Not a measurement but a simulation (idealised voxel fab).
Title: Process Module voxel ribs on slabs
FYI the section here is cut, 295 nm wide, cells are 5 nm squares.
A cross-section is a grid of square cells, given in bands from the top down. A band is one or more rows of cells.
A band entry consists of two parts. The first gives the height of the band's top and the height of its bottom, in nm. The rest lists the band's materials from left to right, each with its width in nm. A single material labelled with the word "throughout" fills the band from edge to edge, and the word "blank" marks empty space.
Heights are measured from 0, the level below which the as-received wafer is all one material; the lowest band has no bottom and continues downward, written as in "0 and below".
Note: "30->40" means the width goes from the first number (top row of the band) to the second number (bottom row) in equal steps per row of cells.
What does "nothing changed" mean for a step? It means no cell of the cross-section changed in that step.
"Sealed void list" means: voids of 8 cells or more that are shut off from the top with no open way through. Written width x height at distance, distance from the left edge, in nm.
It should be noted that, on the line of a given step, the content following the step's settings is a remark produced by the simulator itself with respect to that step.
When a step includes a mask, the "overlay nm" setting on its line states how far to the right of its planned place that mask lay, and negative values state how far to the left.

### Planned process steps
step 1: op RECEIVE | material Si
step 2: op DIRECTIONAL_DEP | material SiO2 | thk nm 20
step 3: op DIRECTIONAL_DEP | material polySi | thk nm 25
step 4: op DIRECTIONAL_DEP | material aC | thk nm 10
step 5: op PATTERN | tone cover | mask id RIB | material resist | width nm 15 | thk nm 30 | overlay nm 0
step 6: op DIRECTIONAL_ETCH | etch materials aC | depth nm 10
step 7: op STRIP | etch materials resist
step 8: op DIRECTIONAL_ETCH | etch materials polySi | depth nm 15
step 9: op STRIP | etch materials aC
step 10: op DIRECTIONAL_DEP | material aC | thk nm 15
step 11: op PATTERN | tone cover | mask id SLAB | material resist | width nm 55 | thk nm 35 | overlay nm 0
step 12: op DIRECTIONAL_ETCH | etch materials aC | depth nm 15
step 13: op STRIP | etch materials resist
step 14: op DIRECTIONAL_ETCH | etch materials polySi | depth nm 10
step 15: op STRIP | etch materials aC
step 16: op FILL_DEP | material SiO2 | thk nm 15
step 17: op CMP | height nm 55
step 18: op DIRECTIONAL_DEP | material TiN | thk nm 10
step 19: op PATTERN | tone cover | mask id HEATER | material resist | width nm 25 | thk nm 20 | overlay nm 0
step 20: op DIRECTIONAL_ETCH | etch materials TiN | depth nm 10
step 21: op STRIP | etch materials resist
step 22: op CONFORMAL_DEP | material SiO2 | thk nm 5

### First of two wafers, with the run carried out as planned

### This is the cross-section of the wafer as we received it, i.e. after step 1
> 0 and below | Si throughout
> Sealed void list: none

### So this is the wafer cross-section right after step 2
> 20 down to 0 | SiO2 throughout
> For the remainder of the cross-section, below 0, there is no change.

### So this is the wafer cross-section right after step 3
> 45 down to 20 | polySi throughout
> For the remainder of the cross-section, below 20, there is no change.

### So this is the wafer cross-section right after step 4
> 55 down to 45 | aC throughout
> For the remainder of the cross-section, below 45, there is no change.

### So this is the wafer cross-section right after step 5
> 85 down to 55 | blank 140 nm / resist 15 nm / blank 140 nm
> For the remainder of the cross-section, below 55, there is no change.

### So this is the wafer cross-section right after step 6
> 75 down to 55 | blank 140 nm / resist 15 nm / blank 140 nm
> 55 down to 45 | blank 140 nm / aC 15 nm / blank 140 nm
> For the remainder of the cross-section, below 45, there is no change.

### So this is the wafer cross-section right after step 7
> 55 down to 45 | blank 140 nm / aC 15 nm / blank 140 nm
> For the remainder of the cross-section, below 45, there is no change.

### So this is the wafer cross-section right after step 8
> 55 down to 45 | blank 140 nm / aC 15 nm / blank 140 nm
> 45 down to 30 | blank 140 nm / polySi 15 nm / blank 140 nm
> For the remainder of the cross-section, below 30, there is no change.

### So this is the wafer cross-section right after step 9
> 45 down to 30 | blank 140 nm / polySi 15 nm / blank 140 nm
> For the remainder of the cross-section, below 30, there is no change.

### So this is the wafer cross-section right after step 10
> 60 down to 45 | blank 140 nm / aC 15 nm / blank 140 nm
> 45 down to 30 | aC 140 nm / polySi 15 nm / aC 140 nm
> For the remainder of the cross-section, below 30, there is no change.

### So this is the wafer cross-section right after step 11
> 95 down to 60 | blank 120 nm / resist 55 nm / blank 120 nm
> 60 down to 45 | blank 120 nm / resist 20 nm / aC 15 nm / resist 20 nm / blank 120 nm
> For the remainder of the cross-section, below 45, there is no change.

### So this is the wafer cross-section right after step 12
> 80 down to 60 | blank 120 nm / resist 55 nm / blank 120 nm
> 60 down to 45 | blank 120 nm / resist 20 nm / aC 15 nm / resist 20 nm / blank 120 nm
> 45 down to 30 | blank 120 nm / aC 20 nm / polySi 15 nm / aC 20 nm / blank 120 nm
> For the remainder of the cross-section, below 30, there is no change.

### So this is the wafer cross-section right after step 13
> 60 down to 45 | blank 140 nm / aC 15 nm / blank 140 nm
> For the remainder of the cross-section, below 45, there is no change.

### So this is the wafer cross-section right after step 14
> 60 down to 45 | blank 140 nm / aC 15 nm / blank 140 nm
> 45 down to 30 | blank 120 nm / aC 20 nm / polySi 15 nm / aC 20 nm / blank 120 nm
> 30 down to 20 | blank 120 nm / polySi 55 nm / blank 120 nm
> For the remainder of the cross-section, below 20, there is no change.

### So this is the wafer cross-section right after step 15
> 45 down to 30 | blank 140 nm / polySi 15 nm / blank 140 nm
> For the remainder of the cross-section, below 30, there is no change.

### So this is the wafer cross-section right after step 16
> 60 down to 45 | SiO2 throughout
> 45 down to 30 | SiO2 140 nm / polySi 15 nm / SiO2 140 nm
> 30 down to 20 | SiO2 120 nm / polySi 55 nm / SiO2 120 nm
> For the remainder of the cross-section, below 20, there is no change.

### So this is the wafer cross-section right after step 17
> 55 down to 45 | SiO2 throughout
> For the remainder of the cross-section, below 45, there is no change.

### So this is the wafer cross-section right after step 18
> 65 down to 55 | TiN throughout
> For the remainder of the cross-section, below 55, there is no change.

### So this is the wafer cross-section right after step 19
> 85 down to 65 | blank 135 nm / resist 25 nm / blank 135 nm
> For the remainder of the cross-section, below 65, there is no change.

### So this is the wafer cross-section right after step 20
> 85 down to 65 | blank 135 nm / resist 25 nm / blank 135 nm
> 65 down to 55 | blank 135 nm / TiN 25 nm / blank 135 nm
> For the remainder of the cross-section, below 55, there is no change.

### So this is the wafer cross-section right after step 21
> 65 down to 55 | blank 135 nm / TiN 25 nm / blank 135 nm
> For the remainder of the cross-section, below 55, there is no change.

### So this is the wafer cross-section right after step 22
> 70 down to 65 | blank 130 nm / SiO2 35 nm / blank 130 nm
> 65 down to 60 | blank 130 nm / SiO2 5 nm / TiN 25 nm / SiO2 5 nm / blank 130 nm
> 60 down to 55 | SiO2 135 nm / TiN 25 nm / SiO2 135 nm
> For the remainder of the cross-section, below 55, there is no change.

### The second wafer began exactly as the first did and followed the same plan, but one mistake was made while running it; through step 1 inclusive, the two wafers are identical

### Here is the second wafer in cross-section at the point where step 2 of the plan should have been done
> 25 down to 0 | SiO2 throughout
> For the remainder of the cross-section, below 0, there is no change.

### Here is the second wafer in cross-section at the point where step 3 of the plan should have been done
> 50 down to 25 | polySi throughout
> For the remainder of the cross-section, below 25, there is no change.

### Here is the second wafer in cross-section at the point where step 4 of the plan should have been done
> 60 down to 50 | aC throughout
> For the remainder of the cross-section, below 50, there is no change.

### Here is the second wafer in cross-section at the point where step 5 of the plan should have been done
> 90 down to 60 | blank 140 nm / resist 15 nm / blank 140 nm
> For the remainder of the cross-section, below 60, there is no change.

### Here is the second wafer in cross-section at the point where step 6 of the plan should have been done
> 80 down to 60 | blank 140 nm / resist 15 nm / blank 140 nm
> 60 down to 50 | blank 140 nm / aC 15 nm / blank 140 nm
> For the remainder of the cross-section, below 50, there is no change.

### Here is the second wafer in cross-section at the point where step 7 of the plan should have been done
> 60 down to 50 | blank 140 nm / aC 15 nm / blank 140 nm
> For the remainder of the cross-section, below 50, there is no change.

### Here is the second wafer in cross-section at the point where step 8 of the plan should have been done
> 60 down to 50 | blank 140 nm / aC 15 nm / blank 140 nm
> 50 down to 35 | blank 140 nm / polySi 15 nm / blank 140 nm
> For the remainder of the cross-section, below 35, there is no change.

### Here is the second wafer in cross-section at the point where step 9 of the plan should have been done
> 50 down to 35 | blank 140 nm / polySi 15 nm / blank 140 nm
> For the remainder of the cross-section, below 35, there is no change.

### Here is the second wafer in cross-section at the point where step 10 of the plan should have been done
> 65 down to 50 | blank 140 nm / aC 15 nm / blank 140 nm
> 50 down to 35 | aC 140 nm / polySi 15 nm / aC 140 nm
> For the remainder of the cross-section, below 35, there is no change.

### Here is the second wafer in cross-section at the point where step 11 of the plan should have been done
> 100 down to 65 | blank 120 nm / resist 55 nm / blank 120 nm
> 65 down to 50 | blank 120 nm / resist 20 nm / aC 15 nm / resist 20 nm / blank 120 nm
> For the remainder of the cross-section, below 50, there is no change.

### Here is the second wafer in cross-section at the point where step 12 of the plan should have been done
> 85 down to 65 | blank 120 nm / resist 55 nm / blank 120 nm
> 65 down to 50 | blank 120 nm / resist 20 nm / aC 15 nm / resist 20 nm / blank 120 nm
> 50 down to 35 | blank 120 nm / aC 20 nm / polySi 15 nm / aC 20 nm / blank 120 nm
> For the remainder of the cross-section, below 35, there is no change.

### Here is the second wafer in cross-section at the point where step 13 of the plan should have been done
> 65 down to 50 | blank 140 nm / aC 15 nm / blank 140 nm
> For the remainder of the cross-section, below 50, there is no change.

### Here is the second wafer in cross-section at the point where step 14 of the plan should have been done
> 65 down to 50 | blank 140 nm / aC 15 nm / blank 140 nm
> 50 down to 35 | blank 120 nm / aC 20 nm / polySi 15 nm / aC 20 nm / blank 120 nm
> 35 down to 25 | blank 120 nm / polySi 55 nm / blank 120 nm
> For the remainder of the cross-section, below 25, there is no change.

### Here is the second wafer in cross-section at the point where step 15 of the plan should have been done
> 50 down to 35 | blank 140 nm / polySi 15 nm / blank 140 nm
> For the remainder of the cross-section, below 35, there is no change.

### Here is the second wafer in cross-section at the point where step 16 of the plan should have been done
> 65 down to 50 | SiO2 throughout
> 50 down to 35 | SiO2 140 nm / polySi 15 nm / SiO2 140 nm
> 35 down to 25 | SiO2 120 nm / polySi 55 nm / SiO2 120 nm
> For the remainder of the cross-section, below 25, there is no change.

### Here is the second wafer in cross-section at the point where step 17 of the plan should have been done
> 55 down to 50 | SiO2 throughout
> For the remainder of the cross-section, below 50, there is no change.

### Here is the second wafer in cross-section at the point where step 18 of the plan should have been done
> 65 down to 55 | TiN throughout
> For the remainder of the cross-section, below 55, there is no change.

### Here is the second wafer in cross-section at the point where step 19 of the plan should have been done
> 85 down to 65 | blank 135 nm / resist 25 nm / blank 135 nm
> For the remainder of the cross-section, below 65, there is no change.

### Here is the second wafer in cross-section at the point where step 20 of the plan should have been done
> 85 down to 65 | blank 135 nm / resist 25 nm / blank 135 nm
> 65 down to 55 | blank 135 nm / TiN 25 nm / blank 135 nm
> For the remainder of the cross-section, below 55, there is no change.

### Here is the second wafer in cross-section at the point where step 21 of the plan should have been done
> 65 down to 55 | blank 135 nm / TiN 25 nm / blank 135 nm
> For the remainder of the cross-section, below 55, there is no change.

### Here is the second wafer in cross-section at the point where step 22 of the plan should have been done
> 70 down to 65 | blank 130 nm / SiO2 35 nm / blank 130 nm
> 65 down to 60 | blank 130 nm / SiO2 5 nm / TiN 25 nm / SiO2 5 nm / blank 130 nm
> 60 down to 55 | SiO2 135 nm / TiN 25 nm / SiO2 135 nm
> For the remainder of the cross-section, below 55, there is no change.
So what did we get wrong on this run? step 2 deviated from plan and actually ran as op DIRECTIONAL_DEP | material SiO2 | thk nm 25
Final wafers compared: equal cell tally per material, rearranged layout.
